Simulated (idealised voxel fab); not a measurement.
process module | voxel gate over fins
cross-section cut | 275 nm wide | cells 5 nm
A cross-section is a grid of square cells, given in bands from the top down. A band is one or more rows of cells.
Each band's line starts with the height of the band's top and of its bottom, in nm. Then come its materials from left to right, each with its width in nm. One material with "throughout" fills the band from edge to edge. "air" is empty space.
Height 0 is the level under which the wafer as received is all one material. The lowest band goes on downwards, as in "0 down".
A width such as "30 to 40" changes by the same amount from each row of cells to the next, from the band's top row to its bottom row.
"no change" after a step means that no cell of the cross-section changed.
closed voids: empty space of 8 cells or more with no open way to the top, each as width x height at its distance from the left edge, in nm
after a step's settings: what the simulator itself notes on the step
overlay nm, on a step with a mask: how far to the right of its planned place the mask lay; to the left if negative
plan
1 op RECEIVE | material Si
2 op CONFORMAL_DEP | material SiN | thk nm 10
3 op MASKED_ETCH | tone cover | mask id FINS | width nm 15 | pitch nm 55 | etch materials SiN | depth nm 10 | overlay nm 0
4 op MASKED_ETCH | tone cover | mask id FINS | width nm 15 | pitch nm 55 | etch materials Si | depth nm 35 | overlay nm 0
5 op FILL_DEP | material SiO2 | thk nm 10
6 op CMP | height nm 10
7 op PATTERN | tone open | mask id RAIL | material resist | width nm 15 | thk nm 15 | overlay nm 0
8 op DIRECTIONAL_ETCH | etch materials SiO2 | depth nm 40
9 op STRIP | etch materials resist
10 op CONFORMAL_DEP | material TiN | thk nm 5
11 op FILL_DEP | material W | thk nm 10
12 op CMP | height nm 10
13 op SELECTIVE_ETCH | etch materials W Ru TiN | depth nm 30
14 op FILL_DEP | material SiO2 | thk nm 5
15 op CMP | height nm 10
16 op SELECTIVE_ETCH | etch materials SiO2 | depth nm 25
17 op STRIP | etch materials SiN
18 op CONFORMAL_DEP | material HfO2 | thk nm 5
19 op CONFORMAL_DEP | material TiN | thk nm 5
20 op CONFORMAL_DEP | material TiAl | thk nm 5
21 op CONFORMAL_DEP | material TiN | thk nm 5
22 op FILL_DEP | material W | thk nm 10
23 op CMP | height nm 25
24 op CONFORMAL_DEP | material SiN | thk nm 10
first wafer, as planned
as received, after step 1
  0 down: Si throughout
  closed voids: none
after step 2
  10 to 0: SiN throughout
  below 0: unchanged
after step 3
  10 to 0: air 100 | SiN 15 | air 40 | SiN 15 | air 105
  below 0: unchanged
after step 4
  10 to 0: air 100 | SiN 15 | air 40 | SiN 15 | air 105
  0 to -35: air 100 | Si 15 | air 40 | Si 15 | air 105
  below -35: unchanged
after step 5
  20 to 10: SiO2 throughout
  10 to 0: SiO2 100 | SiN 15 | SiO2 40 | SiN 15 | SiO2 105
  0 to -35: SiO2 100 | Si 15 | SiO2 40 | Si 15 | SiO2 105
  below -35: unchanged
after step 6
  10 to 0: SiO2 100 | SiN 15 | SiO2 40 | SiN 15 | SiO2 105
  below 0: unchanged
after step 7
  25 to 10: resist 125 | air 15 | resist 135
  below 10: unchanged
after step 8
  25 to 10: resist 125 | air 15 | resist 135
  10 to 0: SiO2 100 | SiN 15 | SiO2 10 | air 15 | SiO2 15 | SiN 15 | SiO2 105
  0 to -30: SiO2 100 | Si 15 | SiO2 10 | air 15 | SiO2 15 | Si 15 | SiO2 105
  below -30: unchanged
after step 9
  10 to 0: SiO2 100 | SiN 15 | SiO2 10 | air 15 | SiO2 15 | SiN 15 | SiO2 105
  below 0: unchanged
after step 10
  15 to 10: TiN 130 | air 5 | TiN 140
  10 to 0: SiO2 100 | SiN 15 | SiO2 10 | TiN 5 | air 5 | TiN 5 | SiO2 15 | SiN 15 | SiO2 105
  0 to -25: SiO2 100 | Si 15 | SiO2 10 | TiN 5 | air 5 | TiN 5 | SiO2 15 | Si 15 | SiO2 105
  -25 to -30: SiO2 100 | Si 15 | SiO2 10 | TiN 15 | SiO2 15 | Si 15 | SiO2 105
  below -30: unchanged
after step 11
  25 to 15: W throughout
  15 to 10: TiN 130 | W 5 | TiN 140
  10 to 0: SiO2 100 | SiN 15 | SiO2 10 | TiN 5 | W 5 | TiN 5 | SiO2 15 | SiN 15 | SiO2 105
  0 to -25: SiO2 100 | Si 15 | SiO2 10 | TiN 5 | W 5 | TiN 5 | SiO2 15 | Si 15 | SiO2 105
  below -25: unchanged
after step 12
  10 to 0: SiO2 100 | SiN 15 | SiO2 10 | TiN 5 | W 5 | TiN 5 | SiO2 15 | SiN 15 | SiO2 105
  below 0: unchanged
after step 13
  10 to 0: SiO2 100 | SiN 15 | SiO2 10 | air 15 | SiO2 15 | SiN 15 | SiO2 105
  0 to -20: SiO2 100 | Si 15 | SiO2 10 | air 15 | SiO2 15 | Si 15 | SiO2 105
  below -20: unchanged
after step 14
  15 to 10: SiO2 throughout
  10 to 0: SiO2 100 | SiN 15 | SiO2 40 | SiN 15 | SiO2 105
  0 to -20: SiO2 100 | Si 15 | SiO2 40 | Si 15 | SiO2 105
  below -20: unchanged
after step 15
  10 to 0: SiO2 100 | SiN 15 | SiO2 40 | SiN 15 | SiO2 105
  below 0: unchanged
after step 16
  10 to 0: air 100 | SiN 15 | air 40 | SiN 15 | air 105
  0 to -15: air 100 | Si 15 | air 40 | Si 15 | air 105
  below -15: unchanged
after step 17
  0 to -15: air 100 | Si 15 | air 40 | Si 15 | air 105
  below -15: unchanged
after step 18
  5 to 0: air 95 | HfO2 25 | air 30 | HfO2 25 | air 100
  0 to -10: air 95 | HfO2 5 | Si 15 | HfO2 5 | air 30 | HfO2 5 | Si 15 | HfO2 5 | air 100
  -10 to -15: HfO2 100 | Si 15 | HfO2 40 | Si 15 | HfO2 105
  below -15: unchanged
after step 19
  10 to 5: air 90 | TiN 35 | air 20 | TiN 35 | air 95
  5 to 0: air 90 | TiN 5 | HfO2 25 | TiN 5 | air 20 | TiN 5 | HfO2 25 | TiN 5 | air 95
  0 to -5: air 90 | TiN 5 | HfO2 5 | Si 15 | HfO2 5 | TiN 5 | air 20 | TiN 5 | HfO2 5 | Si 15 | HfO2 5 | TiN 5 | air 95
  -5 to -10: TiN 95 | HfO2 5 | Si 15 | HfO2 5 | TiN 30 | HfO2 5 | Si 15 | HfO2 5 | TiN 100
  below -10: unchanged
after step 20
  15 to 10: air 85 | TiAl 45 | air 10 | TiAl 45 | air 90
  10 to 5: air 85 | TiAl 5 | TiN 35 | TiAl 5 | air 10 | TiAl 5 | TiN 35 | TiAl 5 | air 90
  5 to 0: air 85 | TiAl 5 | TiN 5 | HfO2 25 | TiN 5 | TiAl 5 | air 10 | TiAl 5 | TiN 5 | HfO2 25 | TiN 5 | TiAl 5 | air 90
  0 to -5: TiAl 90 | TiN 5 | HfO2 5 | Si 15 | HfO2 5 | TiN 5 | TiAl 20 | TiN 5 | HfO2 5 | Si 15 | HfO2 5 | TiN 5 | TiAl 95
  below -5: unchanged
after step 21
  20 to 15: air 80 | TiN 110 | air 85
  15 to 10: air 80 | TiN 5 | TiAl 45 | TiN 10 | TiAl 45 | TiN 5 | air 85
  10 to 5: air 80 | TiN 5 | TiAl 5 | TiN 35 | TiAl 5 | TiN 10 | TiAl 5 | TiN 35 | TiAl 5 | TiN 5 | air 85
  5 to 0: TiN 85 | TiAl 5 | TiN 5 | HfO2 25 | TiN 5 | TiAl 5 | TiN 10 | TiAl 5 | TiN 5 | HfO2 25 | TiN 5 | TiAl 5 | TiN 90
  below 0: unchanged
after step 22
  30 to 20: W throughout
  20 to 15: W 80 | TiN 110 | W 85
  15 to 10: W 80 | TiN 5 | TiAl 45 | TiN 10 | TiAl 45 | TiN 5 | W 85
  10 to 5: W 80 | TiN 5 | TiAl 5 | TiN 35 | TiAl 5 | TiN 10 | TiAl 5 | TiN 35 | TiAl 5 | TiN 5 | W 85
  below 5: unchanged
after step 23
  25 to 20: W throughout
  below 20: unchanged
after step 24
  35 to 25: SiN throughout
  below 25: unchanged
second wafer: like start, like plan, one mistake. Through step 3 it matches the first wafer
when step 4 should have ended
  10 to 0: air 100 | SiN 15 | air 40 | SiN 15 | air 105
  0 to -70: air 100 | Si 15 | air 40 | Si 15 | air 105
  below -70: unchanged
when step 5 should have ended
  20 to 10: SiO2 throughout
  10 to 0: SiO2 100 | SiN 15 | SiO2 40 | SiN 15 | SiO2 105
  0 to -70: SiO2 100 | Si 15 | SiO2 40 | Si 15 | SiO2 105
  below -70: unchanged
when step 6 should have ended
  10 to 0: SiO2 100 | SiN 15 | SiO2 40 | SiN 15 | SiO2 105
  below 0: unchanged
when step 7 should have ended
  25 to 10: resist 125 | air 15 | resist 135
  below 10: unchanged
when step 8 should have ended
  25 to 10: resist 125 | air 15 | resist 135
  10 to 0: SiO2 100 | SiN 15 | SiO2 10 | air 15 | SiO2 15 | SiN 15 | SiO2 105
  0 to -30: SiO2 100 | Si 15 | SiO2 10 | air 15 | SiO2 15 | Si 15 | SiO2 105
  below -30: unchanged
when step 9 should have ended
  10 to 0: SiO2 100 | SiN 15 | SiO2 10 | air 15 | SiO2 15 | SiN 15 | SiO2 105
  below 0: unchanged
when step 10 should have ended
  15 to 10: TiN 130 | air 5 | TiN 140
  10 to 0: SiO2 100 | SiN 15 | SiO2 10 | TiN 5 | air 5 | TiN 5 | SiO2 15 | SiN 15 | SiO2 105
  0 to -25: SiO2 100 | Si 15 | SiO2 10 | TiN 5 | air 5 | TiN 5 | SiO2 15 | Si 15 | SiO2 105
  -25 to -30: SiO2 100 | Si 15 | SiO2 10 | TiN 15 | SiO2 15 | Si 15 | SiO2 105
  below -30: unchanged
when step 11 should have ended
  25 to 15: W throughout
  15 to 10: TiN 130 | W 5 | TiN 140
  10 to 0: SiO2 100 | SiN 15 | SiO2 10 | TiN 5 | W 5 | TiN 5 | SiO2 15 | SiN 15 | SiO2 105
  0 to -25: SiO2 100 | Si 15 | SiO2 10 | TiN 5 | W 5 | TiN 5 | SiO2 15 | Si 15 | SiO2 105
  below -25: unchanged
when step 12 should have ended
  10 to 0: SiO2 100 | SiN 15 | SiO2 10 | TiN 5 | W 5 | TiN 5 | SiO2 15 | SiN 15 | SiO2 105
  below 0: unchanged
when step 13 should have ended
  10 to 0: SiO2 100 | SiN 15 | SiO2 10 | air 15 | SiO2 15 | SiN 15 | SiO2 105
  0 to -20: SiO2 100 | Si 15 | SiO2 10 | air 15 | SiO2 15 | Si 15 | SiO2 105
  below -20: unchanged
when step 14 should have ended
  15 to 10: SiO2 throughout
  10 to 0: SiO2 100 | SiN 15 | SiO2 40 | SiN 15 | SiO2 105
  0 to -20: SiO2 100 | Si 15 | SiO2 40 | Si 15 | SiO2 105
  below -20: unchanged
when step 15 should have ended
  10 to 0: SiO2 100 | SiN 15 | SiO2 40 | SiN 15 | SiO2 105
  below 0: unchanged
when step 16 should have ended
  10 to 0: air 100 | SiN 15 | air 40 | SiN 15 | air 105
  0 to -15: air 100 | Si 15 | air 40 | Si 15 | air 105
  below -15: unchanged
when step 17 should have ended
  0 to -15: air 100 | Si 15 | air 40 | Si 15 | air 105
  below -15: unchanged
when step 18 should have ended
  5 to 0: air 95 | HfO2 25 | air 30 | HfO2 25 | air 100
  0 to -10: air 95 | HfO2 5 | Si 15 | HfO2 5 | air 30 | HfO2 5 | Si 15 | HfO2 5 | air 100
  -10 to -15: HfO2 100 | Si 15 | HfO2 40 | Si 15 | HfO2 105
  below -15: unchanged
when step 19 should have ended
  10 to 5: air 90 | TiN 35 | air 20 | TiN 35 | air 95
  5 to 0: air 90 | TiN 5 | HfO2 25 | TiN 5 | air 20 | TiN 5 | HfO2 25 | TiN 5 | air 95
  0 to -5: air 90 | TiN 5 | HfO2 5 | Si 15 | HfO2 5 | TiN 5 | air 20 | TiN 5 | HfO2 5 | Si 15 | HfO2 5 | TiN 5 | air 95
  -5 to -10: TiN 95 | HfO2 5 | Si 15 | HfO2 5 | TiN 30 | HfO2 5 | Si 15 | HfO2 5 | TiN 100
  below -10: unchanged
when step 20 should have ended
  15 to 10: air 85 | TiAl 45 | air 10 | TiAl 45 | air 90
  10 to 5: air 85 | TiAl 5 | TiN 35 | TiAl 5 | air 10 | TiAl 5 | TiN 35 | TiAl 5 | air 90
  5 to 0: air 85 | TiAl 5 | TiN 5 | HfO2 25 | TiN 5 | TiAl 5 | air 10 | TiAl 5 | TiN 5 | HfO2 25 | TiN 5 | TiAl 5 | air 90
  0 to -5: TiAl 90 | TiN 5 | HfO2 5 | Si 15 | HfO2 5 | TiN 5 | TiAl 20 | TiN 5 | HfO2 5 | Si 15 | HfO2 5 | TiN 5 | TiAl 95
  below -5: unchanged
when step 21 should have ended
  20 to 15: air 80 | TiN 110 | air 85
  15 to 10: air 80 | TiN 5 | TiAl 45 | TiN 10 | TiAl 45 | TiN 5 | air 85
  10 to 5: air 80 | TiN 5 | TiAl 5 | TiN 35 | TiAl 5 | TiN 10 | TiAl 5 | TiN 35 | TiAl 5 | TiN 5 | air 85
  5 to 0: TiN 85 | TiAl 5 | TiN 5 | HfO2 25 | TiN 5 | TiAl 5 | TiN 10 | TiAl 5 | TiN 5 | HfO2 25 | TiN 5 | TiAl 5 | TiN 90
  below 0: unchanged
when step 22 should have ended
  30 to 20: W throughout
  20 to 15: W 80 | TiN 110 | W 85
  15 to 10: W 80 | TiN 5 | TiAl 45 | TiN 10 | TiAl 45 | TiN 5 | W 85
  10 to 5: W 80 | TiN 5 | TiAl 5 | TiN 35 | TiAl 5 | TiN 10 | TiAl 5 | TiN 35 | TiAl 5 | TiN 5 | W 85
  below 5: unchanged
when step 23 should have ended
  25 to 20: W throughout
  below 20: unchanged
when step 24 should have ended
  35 to 25: SiN throughout
  below 25: unchanged
what went wrong: step 4 was run twice
at the end the second wafer has, in cells: 343 fewer of Si | 343 more of SiO2
